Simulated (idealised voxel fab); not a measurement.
The document below concerns the process module designated voxel gate over fins.
Xsec cut, 220 nm wide, square cell size 5 nm.
Bands, listed from the top down, are how a cross-section gets written in this document; the cross-section itself is a grid of square cells, and a band is one or more rows of them. Within each band entry, the heights of the top and of the bottom of the band appear first, in that order and in nm; the materials of the band then follow from left to right, each with its corresponding width in nm. The designation "all across" on a single material indicates that it fills the band from edge to edge; the designation "empty" indicates empty space. Convention: height 0 is the level below which the wafer, as received, is all one material. The lowest band does not terminate at the bottom but continues downward, represented as "0 nm and below". It should be noted that a width expressed as "30->40" varies in equal increments from row to row of cells within the band, taking the value of the first number at the top row and that of the second number at the bottom row. "no change" means the step left every cell of the cross-section as it was. Empty spaces counting at least 8 cells and having no open way to the top are listed in "Encapsulated voids". The notation width x height at distance is used for each, the distance being from the left edge and all three values in nm. Formally, on a step line, whatever follows the settings is a remark that the simulator itself makes on the step. "overlay nm" answers the question of how far to the right of plan the mask lay on a step that has a mask, and when it is negative the answer is to the left.

### Listed below are the process steps as planned
| 1 | RECEIVE, material Si |
| 2 | CONFORMAL_DEP, material SiN, thk nm 10 |
| 3 | PATTERN, tone cover, mask id FINS, material resist, width nm 15, pitch nm 45, thk nm 15, overlay nm 0 |
| 4 | DIRECTIONAL_ETCH, etch materials SiN, depth nm 10 |
| 5 | DIRECTIONAL_ETCH, etch materials Si, depth nm 40 |
| 6 | STRIP, etch materials resist |
| 7 | FILL_DEP, material SiO2, thk nm 15 |
| 8 | CMP, height nm 10 |
| 9 | SELECTIVE_ETCH, etch materials SiO2, depth nm 20 |
| 10 | STRIP, etch materials SiN |
| 11 | CONFORMAL_DEP, material HfO2, thk nm 5 |
| 12 | CONFORMAL_DEP, material TiN, thk nm 5 |
| 13 | CONFORMAL_DEP, material TiAl, thk nm 5 |
| 14 | CONFORMAL_DEP, material TiN, thk nm 5 |
| 15 | FILL_DEP, material W, thk nm 15 |
| 16 | CMP, height nm 30 |
| 17 | CONFORMAL_DEP, material SiCN, thk nm 10 |

### So, the first of our two wafers, run just as we planned it

### So this is the incoming wafer in cross-section - it's already been through step 1
    0 nm and below | Si all across
    Encapsulated voids: none

### Once step 2 is through, the wafer looks like this in cross-section
    10 nm to 0 nm | SiN all across
    Below 0 it's all the same as before, nothing changed down there.

### Once step 3 is through, the wafer looks like this in cross-section
    25 nm to 10 nm | empty (35)  resist (15)  empty (30)  resist (15)  empty (30)  resist (15)  empty (30)  resist (15)  empty (35)
    Below 10 it's all the same as before, nothing changed down there.

### Once step 4 is through, the wafer looks like this in cross-section
    25 nm to 10 nm | empty (35)  resist (15)  empty (30)  resist (15)  empty (30)  resist (15)  empty (30)  resist (15)  empty (35)
    10 nm to 0 nm | empty (35)  SiN (15)  empty (30)  SiN (15)  empty (30)  SiN (15)  empty (30)  SiN (15)  empty (35)
    Below 0 it's all the same as before, nothing changed down there.

### Once step 5 is through, the wafer looks like this in cross-section
    25 nm to 10 nm | empty (35)  resist (15)  empty (30)  resist (15)  empty (30)  resist (15)  empty (30)  resist (15)  empty (35)
    10 nm to 0 nm | empty (35)  SiN (15)  empty (30)  SiN (15)  empty (30)  SiN (15)  empty (30)  SiN (15)  empty (35)
    0 nm to -40 nm | empty (35)  Si (15)  empty (30)  Si (15)  empty (30)  Si (15)  empty (30)  Si (15)  empty (35)
    Below -40 it's all the same as before, nothing changed down there.

### Once step 6 is through, the wafer looks like this in cross-section
    10 nm to 0 nm | empty (35)  SiN (15)  empty (30)  SiN (15)  empty (30)  SiN (15)  empty (30)  SiN (15)  empty (35)
    Below 0 it's all the same as before, nothing changed down there.

### Once step 7 is through, the wafer looks like this in cross-section
    25 nm to 10 nm | SiO2 all across
    10 nm to 0 nm | SiO2 (35)  SiN (15)  SiO2 (30)  SiN (15)  SiO2 (30)  SiN (15)  SiO2 (30)  SiN (15)  SiO2 (35)
    0 nm to -40 nm | SiO2 (35)  Si (15)  SiO2 (30)  Si (15)  SiO2 (30)  Si (15)  SiO2 (30)  Si (15)  SiO2 (35)
    Below -40 it's all the same as before, nothing changed down there.

### Once step 8 is through, the wafer looks like this in cross-section
    10 nm to 0 nm | SiO2 (35)  SiN (15)  SiO2 (30)  SiN (15)  SiO2 (30)  SiN (15)  SiO2 (30)  SiN (15)  SiO2 (35)
    Below 0 it's all the same as before, nothing changed down there.

### Once step 9 is through, the wafer looks like this in cross-section
    10 nm to 0 nm | empty (35)  SiN (15)  empty (30)  SiN (15)  empty (30)  SiN (15)  empty (30)  SiN (15)  empty (35)
    0 nm to -10 nm | empty (35)  Si (15)  empty (30)  Si (15)  empty (30)  Si (15)  empty (30)  Si (15)  empty (35)
    Below -10 it's all the same as before, nothing changed down there.

### Once step 10 is through, the wafer looks like this in cross-section
    0 nm to -10 nm | empty (35)  Si (15)  empty (30)  Si (15)  empty (30)  Si (15)  empty (30)  Si (15)  empty (35)
    Below -10 it's all the same as before, nothing changed down there.

### Once step 11 is through, the wafer looks like this in cross-section
    5 nm to 0 nm | empty (30)  HfO2 (25)  empty (20)  HfO2 (25)  empty (20)  HfO2 (25)  empty (20)  HfO2 (25)  empty (30)
    0 nm to -5 nm | empty (30)  HfO2 (5)  Si (15)  HfO2 (5)  empty (20)  HfO2 (5)  Si (15)  HfO2 (5)  empty (20)  HfO2 (5)  Si (15)  HfO2 (5)  empty (20)  HfO2 (5)  Si (15)  HfO2 (5)  empty (30)
    -5 nm to -10 nm | HfO2 (35)  Si (15)  HfO2 (30)  Si (15)  HfO2 (30)  Si (15)  HfO2 (30)  Si (15)  HfO2 (35)
    Below -10 it's all the same as before, nothing changed down there.

### Once step 12 is through, the wafer looks like this in cross-section
    10 nm to 5 nm | empty (25)  TiN (35)  empty (10)  TiN (35)  empty (10)  TiN (35)  empty (10)  TiN (35)  empty (25)
    5 nm to 0 nm | empty (25)  TiN (5)  HfO2 (25)  TiN (5)  empty (10)  TiN (5)  HfO2 (25)  TiN (5)  empty (10)  TiN (5)  HfO2 (25)  TiN (5)  empty (10)  TiN (5)  HfO2 (25)  TiN (5)  empty (25)
    0 nm to -5 nm | TiN (30)  HfO2 (5)  Si (15)  HfO2 (5)  TiN (20)  HfO2 (5)  Si (15)  HfO2 (5)  TiN (20)  HfO2 (5)  Si (15)  HfO2 (5)  TiN (20)  HfO2 (5)  Si (15)  HfO2 (5)  TiN (30)
    Below -5 it's all the same as before, nothing changed down there.

### Once step 13 is through, the wafer looks like this in cross-section
    15 nm to 10 nm | empty (20)  TiAl (180)  empty (20)
    10 nm to 5 nm | empty (20)  TiAl (5)  TiN (35)  TiAl (10)  TiN (35)  TiAl (10)  TiN (35)  TiAl (10)  TiN (35)  TiAl (5)  empty (20)
    5 nm to 0 nm | TiAl (25)  TiN (5)  HfO2 (25)  TiN (5)  TiAl (10)  TiN (5)  HfO2 (25)  TiN (5)  TiAl (10)  TiN (5)  HfO2 (25)  TiN (5)  TiAl (10)  TiN (5)  HfO2 (25)  TiN (5)  TiAl (25)
    Below 0 it's all the same as before, nothing changed down there.

### Once step 14 is through, the wafer looks like this in cross-section
    20 nm to 15 nm | empty (15)  TiN (190)  empty (15)
    15 nm to 10 nm | empty (15)  TiN (5)  TiAl (180)  TiN (5)  empty (15)
    10 nm to 5 nm | TiN (20)  TiAl (5)  TiN (35)  TiAl (10)  TiN (35)  TiAl (10)  TiN (35)  TiAl (10)  TiN (35)  TiAl (5)  TiN (20)
    Below 5 it's all the same as before, nothing changed down there.

### Once step 15 is through, the wafer looks like this in cross-section
    35 nm to 20 nm | W all across
    20 nm to 15 nm | W (15)  TiN (190)  W (15)
    15 nm to 10 nm | W (15)  TiN (5)  TiAl (180)  TiN (5)  W (15)
    Below 10 it's all the same as before, nothing changed down there.

### Once step 16 is through, the wafer looks like this in cross-section
    30 nm to 20 nm | W all across
    Below 20 it's all the same as before, nothing changed down there.

### Once step 17 is through, the wafer looks like this in cross-section
    40 nm to 30 nm | SiCN all across
    Below 30 it's all the same as before, nothing changed down there.

### Second wafer. Start and plan as for the first. One mistake made in running. Agrees with the first up to and including step 10

### Look at the second wafer in cross-section at the time step 11 ought to have finished
    5 nm to 0 nm | empty (30)  TiN (25)  empty (20)  TiN (25)  empty (20)  TiN (25)  empty (20)  TiN (25)  empty (30)
    0 nm to -5 nm | empty (30)  TiN (5)  Si (15)  TiN (5)  empty (20)  TiN (5)  Si (15)  TiN (5)  empty (20)  TiN (5)  Si (15)  TiN (5)  empty (20)  TiN (5)  Si (15)  TiN (5)  empty (30)
    -5 nm to -10 nm | TiN (35)  Si (15)  TiN (30)  Si (15)  TiN (30)  Si (15)  TiN (30)  Si (15)  TiN (35)
    Below -10 it's all the same as before, nothing changed down there.

### Look at the second wafer in cross-section at the time step 12 ought to have finished
    10 nm to 5 nm | empty (25)  HfO2 (35)  empty (10)  HfO2 (35)  empty (10)  HfO2 (35)  empty (10)  HfO2 (35)  empty (25)
    5 nm to 0 nm | empty (25)  HfO2 (5)  TiN (25)  HfO2 (5)  empty (10)  HfO2 (5)  TiN (25)  HfO2 (5)  empty (10)  HfO2 (5)  TiN (25)  HfO2 (5)  empty (10)  HfO2 (5)  TiN (25)  HfO2 (5)  empty (25)
    0 nm to -5 nm | HfO2 (30)  TiN (5)  Si (15)  TiN (5)  HfO2 (20)  TiN (5)  Si (15)  TiN (5)  HfO2 (20)  TiN (5)  Si (15)  TiN (5)  HfO2 (20)  TiN (5)  Si (15)  TiN (5)  HfO2 (30)
    Below -5 it's all the same as before, nothing changed down there.

### Look at the second wafer in cross-section at the time step 13 ought to have finished
    15 nm to 10 nm | empty (20)  TiAl (180)  empty (20)
    10 nm to 5 nm | empty (20)  TiAl (5)  HfO2 (35)  TiAl (10)  HfO2 (35)  TiAl (10)  HfO2 (35)  TiAl (10)  HfO2 (35)  TiAl (5)  empty (20)
    5 nm to 0 nm | TiAl (25)  HfO2 (5)  TiN (25)  HfO2 (5)  TiAl (10)  HfO2 (5)  TiN (25)  HfO2 (5)  TiAl (10)  HfO2 (5)  TiN (25)  HfO2 (5)  TiAl (10)  HfO2 (5)  TiN (25)  HfO2 (5)  TiAl (25)
    Below 0 it's all the same as before, nothing changed down there.

### Look at the second wafer in cross-section at the time step 14 ought to have finished
    20 nm to 15 nm | empty (15)  TiN (190)  empty (15)
    15 nm to 10 nm | empty (15)  TiN (5)  TiAl (180)  TiN (5)  empty (15)
    10 nm to 5 nm | TiN (20)  TiAl (5)  HfO2 (35)  TiAl (10)  HfO2 (35)  TiAl (10)  HfO2 (35)  TiAl (10)  HfO2 (35)  TiAl (5)  TiN (20)
    Below 5 it's all the same as before, nothing changed down there.

### Look at the second wafer in cross-section at the time step 15 ought to have finished
    35 nm to 20 nm | W all across
    20 nm to 15 nm | W (15)  TiN (190)  W (15)
    15 nm to 10 nm | W (15)  TiN (5)  TiAl (180)  TiN (5)  W (15)
    Below 10 it's all the same as before, nothing changed down there.

### Look at the second wafer in cross-section at the time step 16 ought to have finished
    30 nm to 20 nm | W all across
    Below 20 it's all the same as before, nothing changed down there.

### Look at the second wafer in cross-section at the time step 17 ought to have finished
    40 nm to 30 nm | SiCN all across
    Below 30 it's all the same as before, nothing changed down there.
Deviation noted in wafer processing: note: step 11 <-> step 12, run order reversed vs plan
Upon completion, the cell count for each material on the second wafer equals that on the first, whereas the spatial distribution of those cells differs.
